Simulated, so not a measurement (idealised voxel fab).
Process module in this document: voxel gate over fins
Square cells of 5 nm make up the cross-section cut, whose width is 275 nm.
A cross-section in this document is a grid of square cells, and it is written down as bands, the top band listed before the ones below it; a band is made up of one or more rows of cells.
In this notation a band is specified by the heights of its top and bottom, in that order and in nm, after which its materials appear from left to right, each paired with its width in nm. The word "edge to edge" attached to a single material means that material fills the band from edge to edge; the word "blank" stands for empty space.
Below 0: as-received wafer, all one material; heights counted from there. Lowest band: no bottom, goes on down, written "from 0 down".
Width spec "30->40" -> top row of cells at first value, bottom row at second value, equal per-row change in between.
A step reported as "no modification" is a step in which no cell of the cross-section changed.
Look at "Closed void roster" for the closed voids: empty spaces with no open path to the top, sized 8 cells or up. Each is width x height at distance, distance from the left edge, all nm.
Step line, after settings: the simulator's comment on this step.
A step line may carry the setting "overlay nm", which, for steps involving a mask, states the distance by which the mask lay to the right of its intended position; negative values denote displacement to the left.
Pairs ahead. Before: cross-section ahead of one process step. After: cross-section once the step is done, shown to the lowest changed band only. Under each pair: that step, with settings. Caution: pairs may come from different runs of this module on the same starting wafer; a pair follows the pair above only where its "Pre-process cross-section" entry says so.
[Pre-process cross-section]
    from 0 down  Si edge to edge
    Closed void roster: none
[Post-Step Section View]
    from 10 to 0  SiN edge to edge
    Anything lower than 0 is untouched.
    Closed void roster: none
To go from the before cross-section above to the after cross-section, apply CONFORMAL_DEP: material SiN, thk nm 10
Pre-process cross-section: This step starts from the configuration shown after the step in the pair immediately above.
[Post-Step Section View]
    from 20 to 10  aC edge to edge
    Anything lower than 10 is untouched.
    Closed void roster: none
To go from the before cross-section above to the after cross-section, apply DIRECTIONAL_DEP: material aC, thk nm 10
Pre-process cross-section: This step starts from the configuration shown after the step in the pair immediately above.
[Post-Step Section View]
    from 45 to 20  75 of blank / 15 of resist / 40 of blank / 15 of resist / 40 of blank / 15 of resist / 75 of blank
    Anything lower than 20 is untouched.
    Closed void roster: none
To go from the before cross-section above to the after cross-section, apply PATTERN: tone cover, mask id FINS, material resist, width nm 15, pitch nm 55, thk nm 25, overlay nm 0
Pre-process cross-section: This step starts from the configuration shown after the step in the pair immediately above.
[Post-Step Section View]
    from 35 to 20  75 of blank / 15 of resist / 40 of blank / 15 of resist / 40 of blank / 15 of resist / 75 of blank
    from 20 to 10  75 of blank / 15 of aC / 40 of blank / 15 of aC / 40 of blank / 15 of aC / 75 of blank
    Anything lower than 10 is untouched.
    Closed void roster: none
To go from the before cross-section above to the after cross-section, apply DIRECTIONAL_ETCH: etch materials aC, depth nm 10
Pre-process cross-section: This step starts from the configuration shown after the step in the pair immediately above.
[Post-Step Section View]
    from 20 to 10  75 of blank / 15 of aC / 40 of blank / 15 of aC / 40 of blank / 15 of aC / 75 of blank
    Anything lower than 10 is untouched.
    Closed void roster: none
To go from the before cross-section above to the after cross-section, apply STRIP: etch materials resist
Pre-process cross-section: This step starts from the configuration shown after the step in the pair immediately above.
[Post-Step Section View]
    from 20 to 10  75 of blank / 15 of aC / 40 of blank / 15 of aC / 40 of blank / 15 of aC / 75 of blank
    from 10 to 0  75 of blank / 15 of SiN / 40 of blank / 15 of SiN / 40 of blank / 15 of SiN / 75 of blank
    Anything lower than 0 is untouched.
    Closed void roster: none
To go from the before cross-section above to the after cross-section, apply DIRECTIONAL_ETCH: etch materials SiN, depth nm 10
Pre-process cross-section: This step starts from the configuration shown after the step in the pair immediately above.
[Post-Step Section View]
    from 20 to 10  75 of blank / 15 of aC / 40 of blank / 15 of aC / 40 of blank / 15 of aC / 75 of blank
    from 10 to 0  75 of blank / 15 of SiN / 40 of blank / 15 of SiN / 40 of blank / 15 of SiN / 75 of blank
    from 0 to -40  75 of blank / 15 of Si / 40 of blank / 15 of Si / 40 of blank / 15 of Si / 75 of blank
    Anything lower than -40 is untouched.
    Closed void roster: none
To go from the before cross-section above to the after cross-section, apply DIRECTIONAL_ETCH: etch materials Si, depth nm 40
Pre-process cross-section: This step starts from the configuration shown after the step in the pair immediately above.
[Post-Step Section View]
    from 10 to 0  75 of blank / 15 of SiN / 40 of blank / 15 of SiN / 40 of blank / 15 of SiN / 75 of blank
    Anything lower than 0 is untouched.
    Closed void roster: none
To go from the before cross-section above to the after cross-section, apply STRIP: etch materials aC
Pre-process cross-section: This step starts from the configuration shown after the step in the pair immediately above.
[Post-Step Section View]
    from 10 to 0  75 of blank / 15 of SiN / 40 of blank / 15 of SiN / 40 of blank / 15 of SiN / 75 of blank
    from 0 to -40  75 of blank / 5 of SiO2 / 5 of Si / 5 of SiO2 / 40 of blank / 5 of SiO2 / 5 of Si / 5 of SiO2 / 40 of blank / 5 of SiO2 / 5 of Si / 5 of SiO2 / 75 of blank
    from -40 to -45  80 of SiO2 / 5 of Si / 50 of SiO2 / 5 of Si / 50 of SiO2 / 5 of Si / 80 of SiO2
    Anything lower than -45 is untouched.
    Closed void roster: none
To go from the before cross-section above to the after cross-section, apply OXIDIZE: depth nm 5
Pre-process cross-section: This step starts from the configuration shown after the step in the pair immediately above.
[Post-Step Section View]
    from 15 to 10  SiO2 edge to edge
    from 10 to 0  75 of SiO2 / 15 of SiN / 40 of SiO2 / 15 of SiN / 40 of SiO2 / 15 of SiN / 75 of SiO2
    from 0 to -45  80 of SiO2 / 5 of Si / 50 of SiO2 / 5 of Si / 50 of SiO2 / 5 of Si / 80 of SiO2
    Anything lower than -45 is untouched.
    Closed void roster: none
To go from the before cross-section above to the after cross-section, apply FILL_DEP: material SiO2, thk nm 5
Pre-process cross-section: This step starts from the configuration shown after the step in the pair immediately above.
[Post-Step Section View]
    from 10 to 0  75 of SiO2 / 15 of SiN / 40 of SiO2 / 15 of SiN / 40 of SiO2 / 15 of SiN / 75 of SiO2
    Anything lower than 0 is untouched.
    Closed void roster: none
To go from the before cross-section above to the after cross-section, apply CMP: height nm 10
Pre-process cross-section: This step starts from the configuration shown after the step in the pair immediately above.
[Post-Step Section View]
    from 25 to 10  100 of resist / 15 of blank / 160 of resist
    Anything lower than 10 is untouched.
    Closed void roster: none
To go from the before cross-section above to the after cross-section, apply PATTERN: tone open, mask id RAIL, material resist, width nm 15, thk nm 15, overlay nm 0
Pre-process cross-section: This step starts from the configuration shown after the step in the pair immediately above.
[Post-Step Section View]
    from 25 to 10  100 of resist / 15 of blank / 160 of resist
    from 10 to 0  75 of SiO2 / 15 of SiN / 10 of SiO2 / 15 of blank / 15 of SiO2 / 15 of SiN / 40 of SiO2 / 15 of SiN / 75 of SiO2
    from 0 to -35  80 of SiO2 / 5 of Si / 15 of SiO2 / 15 of blank / 20 of SiO2 / 5 of Si / 50 of SiO2 / 5 of Si / 80 of SiO2
    Anything lower than -35 is untouched.
    Closed void roster: none
To go from the before cross-section above to the after cross-section, apply DIRECTIONAL_ETCH: etch materials SiO2, depth nm 45
Pre-process cross-section: This step starts from the configuration shown after the step in the pair immediately above.
[Post-Step Section View]
    from 10 to 0  75 of SiO2 / 15 of SiN / 10 of SiO2 / 15 of blank / 15 of SiO2 / 15 of SiN / 40 of SiO2 / 15 of SiN / 75 of SiO2
    Anything lower than 0 is untouched.
    Closed void roster: none
To go from the before cross-section above to the after cross-section, apply STRIP: etch materials resist
Pre-process cross-section: This step starts from the configuration shown after the step in the pair immediately above.
[Post-Step Section View]
    from 15 to 10  105 of TiN / 5 of blank / 165 of TiN
    from 10 to 0  75 of SiO2 / 15 of SiN / 10 of SiO2 / 5 of TiN / 5 of blank / 5 of TiN / 15 of SiO2 / 15 of SiN / 40 of SiO2 / 15 of SiN / 75 of SiO2
    from 0 to -30  80 of SiO2 / 5 of Si / 15 of SiO2 / 5 of TiN / 5 of blank / 5 of TiN / 20 of SiO2 / 5 of Si / 50 of SiO2 / 5 of Si / 80 of SiO2
    from -30 to -35  80 of SiO2 / 5 of Si / 15 of SiO2 / 15 of TiN / 20 of SiO2 / 5 of Si / 50 of SiO2 / 5 of Si / 80 of SiO2
    Anything lower than -35 is untouched.
    Closed void roster: none
To go from the before cross-section above to the after cross-section, apply CONFORMAL_DEP: material TiN, thk nm 5
Pre-process cross-section: This step starts from the configuration shown after the step in the pair immediately above.
[Post-Step Section View]
    from 25 to 15  W edge to edge
    from 15 to 10  105 of TiN / 5 of W / 165 of TiN
    from 10 to 0  75 of SiO2 / 15 of SiN / 10 of SiO2 / 5 of TiN / 5 of W / 5 of TiN / 15 of SiO2 / 15 of SiN / 40 of SiO2 / 15 of SiN / 75 of SiO2
    from 0 to -30  80 of SiO2 / 5 of Si / 15 of SiO2 / 5 of TiN / 5 of W / 5 of TiN / 20 of SiO2 / 5 of Si / 50 of SiO2 / 5 of Si / 80 of SiO2
    Anything lower than -30 is untouched.
    Closed void roster: none
To go from the before cross-section above to the after cross-section, apply FILL_DEP: material W, thk nm 10
Pre-process cross-section: This step starts from the configuration shown after the step in the pair immediately above.
[Post-Step Section View]
    from 10 to 0  75 of SiO2 / 15 of SiN / 10 of SiO2 / 5 of TiN / 5 of W / 5 of TiN / 15 of SiO2 / 15 of SiN / 40 of SiO2 / 15 of SiN / 75 of SiO2
    Anything lower than 0 is untouched.
    Closed void roster: none
To go from the before cross-section above to the after cross-section, apply CMP: height nm 10
Pre-process cross-section: This step starts from the configuration shown after the step in the pair immediately above.
[Post-Step Section View]
    from 10 to 0  75 of SiO2 / 15 of SiN / 10 of SiO2 / 15 of blank / 15 of SiO2 / 15 of SiN / 40 of SiO2 / 15 of SiN / 75 of SiO2
    from 0 to -20  80 of SiO2 / 5 of Si / 15 of SiO2 / 15 of blank / 20 of SiO2 / 5 of Si / 50 of SiO2 / 5 of Si / 80 of SiO2
    Anything lower than -20 is untouched.
    Closed void roster: none
To go from the before cross-section above to the after cross-section, apply SELECTIVE_ETCH: etch materials W Ru TiN, depth nm 30
Pre-process cross-section: This step starts from the configuration shown after the step in the pair immediately above.
[Post-Step Section View]
    from 15 to 10  SiO2 edge to edge
    from 10 to 0  75 of SiO2 / 15 of SiN / 40 of SiO2 / 15 of SiN / 40 of SiO2 / 15 of SiN / 75 of SiO2
    from 0 to -20  80 of SiO2 / 5 of Si / 50 of SiO2 / 5 of Si / 50 of SiO2 / 5 of Si / 80 of SiO2
    Anything lower than -20 is untouched.
    Closed void roster: none
To go from the before cross-section above to the after cross-section, apply FILL_DEP: material SiO2, thk nm 5
Pre-process cross-section: This step starts from the configuration shown after the step in the pair immediately above.
[Post-Step Section View]
    from 10 to 0  75 of SiO2 / 15 of SiN / 40 of SiO2 / 15 of SiN / 40 of SiO2 / 15 of SiN / 75 of SiO2
    Anything lower than 0 is untouched.
    Closed void roster: none
To go from the before cross-section above to the after cross-section, apply CMP: height nm 10
Pre-process cross-section: This step starts from the configuration shown after the step in the pair immediately above.
[Post-Step Section View]
    from 10 to 0  75 of blank / 15 of SiN / 40 of blank / 15 of SiN / 40 of blank / 15 of SiN / 75 of blank
    from 0 to -15  80 of blank / 5 of Si / 50 of blank / 5 of Si / 50 of blank / 5 of Si / 80 of blank
    Anything lower than -15 is untouched.
    Closed void roster: none
To go from the before cross-section above to the after cross-section, apply SELECTIVE_ETCH: etch materials SiO2, depth nm 25
Pre-process cross-section: This step starts from the configuration shown after the step in the pair immediately above.
[Post-Step Section View]
    from 0 to -15  80 of blank / 5 of Si / 50 of blank / 5 of Si / 50 of blank / 5 of Si / 80 of blank
    Anything lower than -15 is untouched.
    Closed void roster: none
To go from the before cross-section above to the after cross-section, apply STRIP: etch materials SiN
Pre-process cross-section: This step starts from the configuration shown after the step in the pair immediately above.
[Post-Step Section View]
    from 5 to 0  75 of blank / 15 of HfO2 / 40 of blank / 15 of HfO2 / 40 of blank / 15 of HfO2 / 75 of blank
    from 0 to -10  75 of blank / 5 of HfO2 / 5 of Si / 5 of HfO2 / 40 of blank / 5 of HfO2 / 5 of Si / 5 of HfO2 / 40 of blank / 5 of HfO2 / 5 of Si / 5 of HfO2 / 75 of blank
    from -10 to -15  80 of HfO2 / 5 of Si / 50 of HfO2 / 5 of Si / 50 of HfO2 / 5 of Si / 80 of HfO2
    Anything lower than -15 is untouched.
    Closed void roster: none
To go from the before cross-section above to the after cross-section, apply CONFORMAL_DEP: material HfO2, thk nm 5
Pre-process cross-section: This step starts from the configuration shown after the step in the pair immediately above.
[Post-Step Section View]
    from 10 to 5  70 of blank / 25 of TiN / 30 of blank / 25 of TiN / 30 of blank / 25 of TiN / 70 of blank
    from 5 to 0  70 of blank / 5 of TiN / 15 of HfO2 / 5 of TiN / 30 of blank / 5 of TiN / 15 of HfO2 / 5 of TiN / 30 of blank / 5 of TiN / 15 of HfO2 / 5 of TiN / 70 of blank
    from 0 to -5  70 of blank / 5 of TiN / 5 of HfO2 / 5 of Si / 5 of HfO2 / 5 of TiN / 30 of blank / 5 of TiN / 5 of HfO2 / 5 of Si / 5 of HfO2 / 5 of TiN / 30 of blank / 5 of TiN / 5 of HfO2 / 5 of Si / 5 of HfO2 / 5 of TiN / 70 of blank
    from -5 to -10  75 of TiN / 5 of HfO2 / 5 of Si / 5 of HfO2 / 40 of TiN / 5 of HfO2 / 5 of Si / 5 of HfO2 / 40 of TiN / 5 of HfO2 / 5 of Si / 5 of HfO2 / 75 of TiN
    Anything lower than -10 is untouched.
    Closed void roster: none
To go from the before cross-section above to the after cross-section, apply CONFORMAL_DEP: material TiN, thk nm 5
Pre-process cross-section: This step starts from the configuration shown after the step in the pair immediately above.
[Post-Step Section View]
    from 15 to 10  65 of blank / 35 of TiAl / 20 of blank / 35 of TiAl / 20 of blank / 35 of TiAl / 65 of blank
    from 10 to 5  65 of blank / 5 of TiAl / 25 of TiN / 5 of TiAl / 20 of blank / 5 of TiAl / 25 of TiN / 5 of TiAl / 20 of blank / 5 of TiAl / 25 of TiN / 5 of TiAl / 65 of blank
    from 5 to 0  65 of blank / 5 of TiAl / 5 of TiN / 15 of HfO2 / 5 of TiN / 5 of TiAl / 20 of blank / 5 of TiAl / 5 of TiN / 15 of HfO2 / 5 of TiN / 5 of TiAl / 20 of blank / 5 of TiAl / 5 of TiN / 15 of HfO2 / 5 of TiN / 5 of TiAl / 65 of blank
    from 0 to -5  70 of TiAl / 5 of TiN / 5 of HfO2 / 5 of Si / 5 of HfO2 / 5 of TiN / 30 of TiAl / 5 of TiN / 5 of HfO2 / 5 of Si / 5 of HfO2 / 5 of TiN / 30 of TiAl / 5 of TiN / 5 of HfO2 / 5 of Si / 5 of HfO2 / 5 of TiN / 70 of TiAl
    Anything lower than -5 is untouched.
    Closed void roster: none
To go from the before cross-section above to the after cross-section, apply CONFORMAL_DEP: material TiAl, thk nm 5
Pre-process cross-section: This step starts from the configuration shown after the step in the pair immediately above.
[Post-Step Section View]
    from 20 to 15  60 of blank / 45 of TiN / 10 of blank / 45 of TiN / 10 of blank / 45 of TiN / 60 of blank
    from 15 to 10  60 of blank / 5 of TiN / 35 of TiAl / 5 of TiN / 10 of blank / 5 of TiN / 35 of TiAl / 5 of TiN / 10 of blank / 5 of TiN / 35 of TiAl / 5 of TiN / 60 of blank
    from 10 to 5  60 of blank / 5 of TiN / 5 of TiAl / 25 of TiN / 5 of TiAl / 5 of TiN / 10 of blank / 5 of TiN / 5 of TiAl / 25 of TiN / 5 of TiAl / 5 of TiN / 10 of blank / 5 of TiN / 5 of TiAl / 25 of TiN / 5 of TiAl / 5 of TiN / 60 of blank
    from 5 to 0  65 of TiN / 5 of TiAl / 5 of TiN / 15 of HfO2 / 5 of TiN / 5 of TiAl / 20 of TiN / 5 of TiAl / 5 of TiN / 15 of HfO2 / 5 of TiN / 5 of TiAl / 20 of TiN / 5 of TiAl / 5 of TiN / 15 of HfO2 / 5 of TiN / 5 of TiAl / 65 of TiN
    Anything lower than 0 is untouched.
    Closed void roster: none
To go from the before cross-section above to the after cross-section, apply CONFORMAL_DEP: material TiN, thk nm 5
Pre-process cross-section: This step starts from the configuration shown after the step in the pair immediately above.
[Post-Step Section View]
    from 30 to 20  W edge to edge
    from 20 to 15  60 of W / 45 of TiN / 10 of W / 45 of TiN / 10 of W / 45 of TiN / 60 of W
    from 15 to 10  60 of W / 5 of TiN / 35 of TiAl / 5 of TiN / 10 of W / 5 of TiN / 35 of TiAl / 5 of TiN / 10 of W / 5 of TiN / 35 of TiAl / 5 of TiN / 60 of W
    from 10 to 5  60 of W / 5 of TiN / 5 of TiAl / 25 of TiN / 5 of TiAl / 5 of TiN / 10 of W / 5 of TiN / 5 of TiAl / 25 of TiN / 5 of TiAl / 5 of TiN / 10 of W / 5 of TiN / 5 of TiAl / 25 of TiN / 5 of TiAl / 5 of TiN / 60 of W
    Anything lower than 5 is untouched.
    Closed void roster: none
To go from the before cross-section above to the after cross-section, apply FILL_DEP: material W, thk nm 10
Pre-process cross-section: This step starts from the configuration shown after the step in the pair immediately above.
[Post-Step Section View]
    from 25 to 20  W edge to edge
    Anything lower than 20 is untouched.
    Closed void roster: none
To go from the before cross-section above to the after cross-section, apply CMP: height nm 25
Pre-process cross-section: This step starts from the configuration shown after the step in the pair immediately above.
[Post-Step Section View]
    from 30 to 25  SiN edge to edge
    Anything lower than 25 is untouched.
    Closed void roster: none
To go from the before cross-section above to the after cross-section, apply CONFORMAL_DEP: material SiN, thk nm 5
[Pre-process cross-section]
    from 10 to 5  70 of blank / 25 of TiN / 30 of blank / 25 of TiN / 30 of blank / 25 of TiN / 70 of blank
    from 5 to 0  70 of blank / 5 of TiN / 15 of HfO2 / 5 of TiN / 30 of blank / 5 of TiN / 15 of HfO2 / 5 of TiN / 30 of blank / 5 of TiN / 15 of HfO2 / 5 of TiN / 70 of blank
    from 0 to -5  70 of blank / 5 of TiN / 5 of HfO2 / 5 of Si / 5 of HfO2 / 5 of TiN / 30 of blank / 5 of TiN / 5 of HfO2 / 5 of Si / 5 of HfO2 / 5 of TiN / 30 of blank / 5 of TiN / 5 of HfO2 / 5 of Si / 5 of HfO2 / 5 of TiN / 70 of blank
    from -5 to -10  75 of TiN / 5 of HfO2 / 5 of Si / 5 of HfO2 / 40 of TiN / 5 of HfO2 / 5 of Si / 5 of HfO2 / 40 of TiN / 5 of HfO2 / 5 of Si / 5 of HfO2 / 75 of TiN
    from -10 to -15  80 of HfO2 / 5 of Si / 50 of HfO2 / 5 of Si / 50 of HfO2 / 5 of Si / 80 of HfO2
    from -15 to -20  80 of SiO2 / 5 of Si / 50 of SiO2 / 5 of Si / 50 of SiO2 / 5 of Si / 80 of SiO2
    from -20 to -30  80 of SiO2 / 5 of Si / 15 of SiO2 / 5 of TiN / 5 of W / 5 of TiN / 20 of SiO2 / 5 of Si / 50 of SiO2 / 5 of Si / 80 of SiO2
    from -30 to -35  80 of SiO2 / 5 of Si / 15 of SiO2 / 15 of TiN / 20 of SiO2 / 5 of Si / 50 of SiO2 / 5 of Si / 80 of SiO2
    from -35 to -45  80 of SiO2 / 5 of Si / 50 of SiO2 / 5 of Si / 50 of SiO2 / 5 of Si / 80 of SiO2
    from -45 down  Si edge to edge
    Closed void roster: none
[Post-Step Section View]
    from 15 to 5  65 of blank / 35 of TiN / 20 of blank / 35 of TiN / 20 of blank / 35 of TiN / 65 of blank
    from 5 to 0  65 of blank / 10 of TiN / 15 of HfO2 / 10 of TiN / 20 of blank / 10 of TiN / 15 of HfO2 / 10 of TiN / 20 of blank / 10 of TiN / 15 of HfO2 / 10 of TiN / 65 of blank
    from 0 to -10  75 of TiN / 5 of HfO2 / 5 of Si / 5 of HfO2 / 40 of TiN / 5 of HfO2 / 5 of Si / 5 of HfO2 / 40 of TiN / 5 of HfO2 / 5 of Si / 5 of HfO2 / 75 of TiN
    Anything lower than -10 is untouched.
    Closed void roster: none
To go from the before cross-section above to the after cross-section, apply CONFORMAL_DEP: material TiN, thk nm 5
Pre-process cross-section: This step starts from the configuration shown after the step in the pair immediately above.
[Post-Step Section View]
    from 25 to 15  W edge to edge
    from 15 to 5  65 of W / 35 of TiN / 20 of W / 35 of TiN / 20 of W / 35 of TiN / 65 of W
    from 5 to 0  65 of W / 10 of TiN / 15 of HfO2 / 10 of TiN / 20 of W / 10 of TiN / 15 of HfO2 / 10 of TiN / 20 of W / 10 of TiN / 15 of HfO2 / 10 of TiN / 65 of W
    Anything lower than 0 is untouched.
    Closed void roster: none
To go from the before cross-section above to the after cross-section, apply FILL_DEP: material W, thk nm 10
Pre-process cross-section: This step starts from the configuration shown after the step in the pair immediately above.
[Post-Step Section View]
    from 30 to 25  SiN edge to edge
    Anything lower than 25 is untouched.
    Closed void roster: none
To go from the before cross-section above to the after cross-section, apply CONFORMAL_DEP: material SiN, thk nm 5
[Pre-process cross-section]
    from 10 to 0  75 of blank / 15 of SiN / 40 of blank / 15 of SiN / 40 of blank / 15 of SiN / 75 of blank
    from 0 to -15  80 of blank / 5 of Si / 50 of blank / 5 of Si / 50 of blank / 5 of Si / 80 of blank
    from -15 to -20  80 of SiO2 / 5 of Si / 50 of SiO2 / 5 of Si / 50 of SiO2 / 5 of Si / 80 of SiO2
    from -20 to -30  80 of SiO2 / 5 of Si / 15 of SiO2 / 5 of TiN / 5 of W / 5 of TiN / 20 of SiO2 / 5 of Si / 50 of SiO2 / 5 of Si / 80 of SiO2
    from -30 to -35  80 of SiO2 / 5 of Si / 15 of SiO2 / 15 of TiN / 20 of SiO2 / 5 of Si / 50 of SiO2 / 5 of Si / 80 of SiO2
    from -35 to -45  80 of SiO2 / 5 of Si / 50 of SiO2 / 5 of Si / 50 of SiO2 / 5 of Si / 80 of SiO2
    from -45 down  Si edge to edge
    Closed void roster: none
[Post-Step Section View]
    from 10 to 0  75 of blank / 15 of SiN / 40 of blank / 15 of SiN / 40 of blank / 15 of SiN / 75 of blank
    from 0 to -20  80 of blank / 5 of Si / 50 of blank / 5 of Si / 50 of blank / 5 of Si / 80 of blank
    from -20 to -30  80 of blank / 5 of Si / 15 of blank / 5 of TiN / 5 of W / 5 of TiN / 20 of blank / 5 of Si / 50 of blank / 5 of Si / 80 of blank
    from -30 to -35  80 of blank / 5 of Si / 15 of blank / 15 of TiN / 20 of blank / 5 of Si / 50 of blank / 5 of Si / 80 of blank
    from -35 to -40  80 of blank / 5 of Si / 20 of blank / 5 of SiO2 / 25 of blank / 5 of Si / 50 of blank / 5 of Si / 80 of blank
    Anything lower than -40 is untouched.
    Closed void roster: none
To go from the before cross-section above to the after cross-section, apply SELECTIVE_ETCH: etch materials SiO2, depth nm 25
Pre-process cross-section: This step starts from the configuration shown after the step in the pair immediately above.
[Post-Step Section View]
    from 0 to -20  80 of blank / 5 of Si / 50 of blank / 5 of Si / 50 of blank / 5 of Si / 80 of blank
    Anything lower than -20 is untouched.
    Closed void roster: none
To go from the before cross-section above to the after cross-section, apply STRIP: etch materials SiN
Pre-process cross-section: This step starts from the configuration shown after the step in the pair immediately above.
[Post-Step Section View]
    from 5 to 0  75 of blank / 15 of HfO2 / 40 of blank / 15 of HfO2 / 40 of blank / 15 of HfO2 / 75 of blank
    from 0 to -15  75 of blank / 5 of HfO2 / 5 of Si / 5 of HfO2 / 40 of blank / 5 of HfO2 / 5 of Si / 5 of HfO2 / 40 of blank / 5 of HfO2 / 5 of Si / 5 of HfO2 / 75 of blank
    from -15 to -20  75 of blank / 5 of HfO2 / 5 of Si / 5 of HfO2 / 5 of blank / 25 of HfO2 / 10 of blank / 5 of HfO2 / 5 of Si / 5 of HfO2 / 40 of blank / 5 of HfO2 / 5 of Si / 5 of HfO2 / 75 of blank
    from -20 to -30  75 of blank / 5 of HfO2 / 5 of Si / 5 of HfO2 / 5 of blank / 5 of HfO2 / 5 of TiN / 5 of W / 5 of TiN / 5 of HfO2 / 10 of blank / 5 of HfO2 / 5 of Si / 5 of HfO2 / 40 of blank / 5 of HfO2 / 5 of Si / 5 of HfO2 / 75 of blank
    from -30 to -35  75 of blank / 5 of HfO2 / 5 of Si / 5 of HfO2 / 5 of blank / 5 of HfO2 / 15 of TiN / 5 of HfO2 / 10 of blank / 5 of HfO2 / 5 of Si / 5 of HfO2 / 40 of blank / 5 of HfO2 / 5 of Si / 5 of HfO2 / 75 of blank
    from -35 to -40  80 of HfO2 / 5 of Si / 20 of HfO2 / 5 of SiO2 / 25 of HfO2 / 5 of Si / 50 of HfO2 / 5 of Si / 80 of HfO2
    Anything lower than -40 is untouched.
    Closed void roster: none
To go from the before cross-section above to the after cross-section, apply CONFORMAL_DEP: material HfO2, thk nm 5
Pre-process cross-section: This step starts from the configuration shown after the step in the pair immediately above.
[Post-Step Section View]
    from 10 to 5  70 of blank / 25 of TiN / 30 of blank / 25 of TiN / 30 of blank / 25 of TiN / 70 of blank
    from 5 to 0  70 of blank / 5 of TiN / 15 of HfO2 / 5 of TiN / 30 of blank / 5 of TiN / 15 of HfO2 / 5 of TiN / 30 of blank / 5 of TiN / 15 of HfO2 / 5 of TiN / 70 of blank
    from 0 to -10  70 of blank / 5 of TiN / 5 of HfO2 / 5 of Si / 5 of HfO2 / 5 of TiN / 30 of blank / 5 of TiN / 5 of HfO2 / 5 of Si / 5 of HfO2 / 5 of TiN / 30 of blank / 5 of TiN / 5 of HfO2 / 5 of Si / 5 of HfO2 / 5 of TiN / 70 of blank
    from -10 to -15  70 of blank / 5 of TiN / 5 of HfO2 / 5 of Si / 5 of HfO2 / 40 of TiN / 5 of HfO2 / 5 of Si / 5 of HfO2 / 5 of TiN / 30 of blank / 5 of TiN / 5 of HfO2 / 5 of Si / 5 of HfO2 / 5 of TiN / 70 of blank
    from -15 to -20  70 of blank / 5 of TiN / 5 of HfO2 / 5 of Si / 5 of HfO2 / 5 of TiN / 25 of HfO2 / 10 of TiN / 5 of HfO2 / 5 of Si / 5 of HfO2 / 5 of TiN / 30 of blank / 5 of TiN / 5 of HfO2 / 5 of Si / 5 of HfO2 / 5 of TiN / 70 of blank
    from -20 to -30  70 of blank / 5 of TiN / 5 of HfO2 / 5 of Si / 5 of HfO2 / 5 of TiN / 5 of HfO2 / 5 of TiN / 5 of W / 5 of TiN / 5 of HfO2 / 10 of TiN / 5 of HfO2 / 5 of Si / 5 of HfO2 / 5 of TiN / 30 of blank / 5 of TiN / 5 of HfO2 / 5 of Si / 5 of HfO2 / 5 of TiN / 70 of blank
    from -30 to -35  75 of TiN / 5 of HfO2 / 5 of Si / 5 of HfO2 / 5 of TiN / 5 of HfO2 / 15 of TiN / 5 of HfO2 / 10 of TiN / 5 of HfO2 / 5 of Si / 5 of HfO2 / 40 of TiN / 5 of HfO2 / 5 of Si / 5 of HfO2 / 75 of TiN
    Anything lower than -35 is untouched.
    Closed void roster: none
To go from the before cross-section above to the after cross-section, apply CONFORMAL_DEP: material TiN, thk nm 5
Pre-process cross-section: This step starts from the configuration shown after the step in the pair immediately above.
[Post-Step Section View]
    from 15 to 10  65 of blank / 35 of TiAl / 20 of blank / 35 of TiAl / 20 of blank / 35 of TiAl / 65 of blank
    from 10 to 5  65 of blank / 5 of TiAl / 25 of TiN / 5 of TiAl / 20 of blank / 5 of TiAl / 25 of TiN / 5 of TiAl / 20 of blank / 5 of TiAl / 25 of TiN / 5 of TiAl / 65 of blank
    from 5 to 0  65 of blank / 5 of TiAl / 5 of TiN / 15 of HfO2 / 5 of TiN / 5 of TiAl / 20 of blank / 5 of TiAl / 5 of TiN / 15 of HfO2 / 5 of TiN / 5 of TiAl / 20 of blank / 5 of TiAl / 5 of TiN / 15 of HfO2 / 5 of TiN / 5 of TiAl / 65 of blank
    from 0 to -5  65 of blank / 5 of TiAl / 5 of TiN / 5 of HfO2 / 5 of Si / 5 of HfO2 / 5 of TiN / 5 of TiAl / 20 of blank / 5 of TiAl / 5 of TiN / 5 of HfO2 / 5 of Si / 5 of HfO2 / 5 of TiN / 5 of TiAl / 20 of blank / 5 of TiAl / 5 of TiN / 5 of HfO2 / 5 of Si / 5 of HfO2 / 5 of TiN / 5 of TiAl / 65 of blank
    from -5 to -10  65 of blank / 5 of TiAl / 5 of TiN / 5 of HfO2 / 5 of Si / 5 of HfO2 / 5 of TiN / 30 of TiAl / 5 of TiN / 5 of HfO2 / 5 of Si / 5 of HfO2 / 5 of TiN / 5 of TiAl / 20 of blank / 5 of TiAl / 5 of TiN / 5 of HfO2 / 5 of Si / 5 of HfO2 / 5 of TiN / 5 of TiAl / 65 of blank
    from -10 to -15  65 of blank / 5 of TiAl / 5 of TiN / 5 of HfO2 / 5 of Si / 5 of HfO2 / 40 of TiN / 5 of HfO2 / 5 of Si / 5 of HfO2 / 5 of TiN / 5 of TiAl / 20 of blank / 5 of TiAl / 5 of TiN / 5 of HfO2 / 5 of Si / 5 of HfO2 / 5 of TiN / 5 of TiAl / 65 of blank
    from -15 to -20  65 of blank / 5 of TiAl / 5 of TiN / 5 of HfO2 / 5 of Si / 5 of HfO2 / 5 of TiN / 25 of HfO2 / 10 of TiN / 5 of HfO2 / 5 of Si / 5 of HfO2 / 5 of TiN / 5 of TiAl / 20 of blank / 5 of TiAl / 5 of TiN / 5 of HfO2 / 5 of Si / 5 of HfO2 / 5 of TiN / 5 of TiAl / 65 of blank
    from -20 to -25  65 of blank / 5 of TiAl / 5 of TiN / 5 of HfO2 / 5 of Si / 5 of HfO2 / 5 of TiN / 5 of HfO2 / 5 of TiN / 5 of W / 5 of TiN / 5 of HfO2 / 10 of TiN / 5 of HfO2 / 5 of Si / 5 of HfO2 / 5 of TiN / 5 of TiAl / 20 of blank / 5 of TiAl / 5 of TiN / 5 of HfO2 / 5 of Si / 5 of HfO2 / 5 of TiN / 5 of TiAl / 65 of blank
    from -25 to -30  70 of TiAl / 5 of TiN / 5 of HfO2 / 5 of Si / 5 of HfO2 / 5 of TiN / 5 of HfO2 / 5 of TiN / 5 of W / 5 of TiN / 5 of HfO2 / 10 of TiN / 5 of HfO2 / 5 of Si / 5 of HfO2 / 5 of TiN / 30 of TiAl / 5 of TiN / 5 of HfO2 / 5 of Si / 5 of HfO2 / 5 of TiN / 70 of TiAl
    Anything lower than -30 is untouched.
    Closed void roster: none
To go from the before cross-section above to the after cross-section, apply CONFORMAL_DEP: material TiAl, thk nm 5
